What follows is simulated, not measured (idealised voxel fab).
The following process module bears the name voxel tone inversion.
The width of the displayed cross-section, cut, is 255 nm; its cells are square, with a size of 5 nm.
Bands, listed from the top down, are how a cross-section gets written in this document; the cross-section itself is a grid of square cells, and a band is one or more rows of them.
Band: top height; bottom height; in nm. Then, left to right: material with width in nm, for each material. "full width": a single material spanning edge to edge. "empty": empty space.
For the purposes of this specification, 0 denotes the height below which the wafer in its as-received condition is composed wholly of one material, and the lowermost band, lacking a lower limit, extends downward without end, as expressed in "0 and below".
Graded width ("30..40"): value in top row of band = first number; value in bottom row = second number; row-to-row change constant.
What does "everything unchanged" mean for a step? It means no cell of the cross-section changed in that step.
The entry "Closed internal voids" lists the empty spaces that cover at least 8 cells and have no open path to the top. Each is written as width x height at distance, where the distance is measured from the left edge and all three values are in nm.
That trailing text on a step's line, after the settings, is the simulator's own remark on the step.
"overlay nm", when on a step's line for a step with a mask, measures how far to the right of its planned place the mask lay; a negative measure means to the left.
Planned process steps
1 RECEIVE (material Si)
2 CONFORMAL_DEP (material SiN; thk nm 10)
3 DIRECTIONAL_DEP (material polySi; thk nm 25)
4 PATTERN (tone cover; mask id POSTS; material resist; width nm 25; pitch nm 40; thk nm 30; overlay nm 0)
5 DIRECTIONAL_ETCH (etch materials polySi; depth nm 25)
6 STRIP (etch materials resist)
7 FILL_DEP (material lowk; thk nm 5)
8 CMP (height nm 35)
9 STRIP (etch materials polySi)
10 CONFORMAL_DEP (material TiN; thk nm 5)
11 FILL_DEP (material Cu; thk nm 10)
12 CMP (height nm 35)
13 CONFORMAL_DEP (material SiCN; thk nm 5)
First of two wafers: run as planned
As-received wafer cross-section (after step 1)
  0 and below: Si full width
  Closed internal voids: none
Cross-section of the wafer subsequent to step 2
  10 down to 0: SiN full width
  Everything under 0 stays put, no change at all.
Cross-section of the wafer subsequent to step 3
  35 down to 10: polySi full width
  Everything under 10 stays put, no change at all.
Cross-section of the wafer subsequent to step 4
  65 down to 35: empty: 95 | resist: 25 | empty: 15 | resist: 25 | empty: 95
  Everything under 35 stays put, no change at all.
Cross-section of the wafer subsequent to step 5
  65 down to 35: empty: 95 | resist: 25 | empty: 15 | resist: 25 | empty: 95
  35 down to 10: empty: 95 | polySi: 25 | empty: 15 | polySi: 25 | empty: 95
  Everything under 10 stays put, no change at all.
Cross-section of the wafer subsequent to step 6
  35 down to 10: empty: 95 | polySi: 25 | empty: 15 | polySi: 25 | empty: 95
  Everything under 10 stays put, no change at all.
Cross-section of the wafer subsequent to step 7
  40 down to 35: lowk full width
  35 down to 10: lowk: 95 | polySi: 25 | lowk: 15 | polySi: 25 | lowk: 95
  Everything under 10 stays put, no change at all.
Cross-section of the wafer subsequent to step 8
  35 down to 10: lowk: 95 | polySi: 25 | lowk: 15 | polySi: 25 | lowk: 95
  Everything under 10 stays put, no change at all.
Cross-section of the wafer subsequent to step 9
  35 down to 10: lowk: 95 | empty: 25 | lowk: 15 | empty: 25 | lowk: 95
  Everything under 10 stays put, no change at all.
Cross-section of the wafer subsequent to step 10
  40 down to 35: TiN: 100 | empty: 15 | TiN: 25 | empty: 15 | TiN: 100
  35 down to 15: lowk: 95 | TiN: 5 | empty: 15 | TiN: 5 | lowk: 15 | TiN: 5 | empty: 15 | TiN: 5 | lowk: 95
  15 down to 10: lowk: 95 | TiN: 25 | lowk: 15 | TiN: 25 | lowk: 95
  Everything under 10 stays put, no change at all.
Cross-section of the wafer subsequent to step 11
  50 down to 40: Cu full width
  40 down to 35: TiN: 100 | Cu: 15 | TiN: 25 | Cu: 15 | TiN: 100
  35 down to 15: lowk: 95 | TiN: 5 | Cu: 15 | TiN: 5 | lowk: 15 | TiN: 5 | Cu: 15 | TiN: 5 | lowk: 95
  Everything under 15 stays put, no change at all.
Cross-section of the wafer subsequent to step 12
  35 down to 15: lowk: 95 | TiN: 5 | Cu: 15 | TiN: 5 | lowk: 15 | TiN: 5 | Cu: 15 | TiN: 5 | lowk: 95
  Everything under 15 stays put, no change at all.
Cross-section of the wafer subsequent to step 13
  40 down to 35: SiCN full width
  Everything under 35 stays put, no change at all.
Second wafer: like start, like plan, one mistake. Through step 3 it matches the first wafer
Second wafer shown in cross-section at the time step 4 was slated to end
  65 down to 35: empty: 100 | resist: 20 | empty: 20 | resist: 20 | empty: 95
  Everything under 35 stays put, no change at all.
Second wafer shown in cross-section at the time step 5 was slated to end
  65 down to 35: empty: 100 | resist: 20 | empty: 20 | resist: 20 | empty: 95
  35 down to 10: empty: 100 | polySi: 20 | empty: 20 | polySi: 20 | empty: 95
  Everything under 10 stays put, no change at all.
Second wafer shown in cross-section at the time step 6 was slated to end
  35 down to 10: empty: 100 | polySi: 20 | empty: 20 | polySi: 20 | empty: 95
  Everything under 10 stays put, no change at all.
Second wafer shown in cross-section at the time step 7 was slated to end
  40 down to 35: lowk full width
  35 down to 10: lowk: 100 | polySi: 20 | lowk: 20 | polySi: 20 | lowk: 95
  Everything under 10 stays put, no change at all.
Second wafer shown in cross-section at the time step 8 was slated to end
  35 down to 10: lowk: 100 | polySi: 20 | lowk: 20 | polySi: 20 | lowk: 95
  Everything under 10 stays put, no change at all.
Second wafer shown in cross-section at the time step 9 was slated to end
  35 down to 10: lowk: 100 | empty: 20 | lowk: 20 | empty: 20 | lowk: 95
  Everything under 10 stays put, no change at all.
Second wafer shown in cross-section at the time step 10 was slated to end
  40 down to 35: TiN: 105 | empty: 10 | TiN: 30 | empty: 10 | TiN: 100
  35 down to 15: lowk: 100 | TiN: 5 | empty: 10 | TiN: 5 | lowk: 20 | TiN: 5 | empty: 10 | TiN: 5 | lowk: 95
  15 down to 10: lowk: 100 | TiN: 20 | lowk: 20 | TiN: 20 | lowk: 95
  Everything under 10 stays put, no change at all.
Second wafer shown in cross-section at the time step 11 was slated to end
  50 down to 40: Cu full width
  40 down to 35: TiN: 105 | Cu: 10 | TiN: 30 | Cu: 10 | TiN: 100
  35 down to 15: lowk: 100 | TiN: 5 | Cu: 10 | TiN: 5 | lowk: 20 | TiN: 5 | Cu: 10 | TiN: 5 | lowk: 95
  Everything under 15 stays put, no change at all.
Second wafer shown in cross-section at the time step 12 was slated to end
  35 down to 15: lowk: 100 | TiN: 5 | Cu: 10 | TiN: 5 | lowk: 20 | TiN: 5 | Cu: 10 | TiN: 5 | lowk: 95
  Everything under 15 stays put, no change at all.
Second wafer shown in cross-section at the time step 13 was slated to end
  40 down to 35: SiCN full width
  Everything under 35 stays put, no change at all.
Heads up, the wafer didn't run the way we planned it: step 4 off recipe, ran as PATTERN (tone cover; mask id POSTS; material resist; width nm 20; pitch nm 40; thk nm 30; overlay nm 0)
Final tally in cells, some materials are higher or lower on the second wafer than on the first: -8 Cu | -2 TiN | +10 lowk
